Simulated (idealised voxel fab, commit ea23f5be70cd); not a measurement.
process module | voxel lift off
cross-section cut | 260 nm wide | cells 5 nm
A cross-section is a grid of square cells, given in bands from the top down. A band is one or more rows of cells.
Each band's line starts with the height of the band's top and of its bottom, in nm. Then come its materials from left to right, each with its width in nm. One material with "throughout" fills the band from edge to edge. "air" is empty space.
Height 0 is the level under which the wafer as received is all one material. The lowest band goes on downwards, as in "0 down".
A width such as "30 to 40" changes by the same amount from each row of cells to the next, from the band's top row to its bottom row.
"no change" after a step means that no cell of the cross-section changed.
closed voids: empty space of 8 cells or more with no open way to the top, each as width x height at its distance from the left edge, in nm
after a step's settings: what the simulator itself notes on the step
overlay nm, on a step with a mask: how far to the right of its planned place the mask lay; to the left if negative
plan
1 op RECEIVE | material Si
2 op CONFORMAL_DEP | material SiO2 | thk nm 5
3 op PATTERN | tone open | mask id LINES | material resist | width nm 25 | pitch nm 45 | thk nm 20 | overlay nm 0
4 op DIRECTIONAL_DEP | material Ru | thk nm 10
5 op STRIP | etch materials resist
6 op CONFORMAL_DEP | material SiCN | thk nm 10
as received, after step 1
  0 down: Si throughout
  closed voids: none
a wafer at the end: this start, this plan, one mistake
  15 to 5: SiCN throughout
  5 to 0: SiO2 throughout
  0 down: Si throughout
  closed voids: none
what went wrong: step 4 was left out
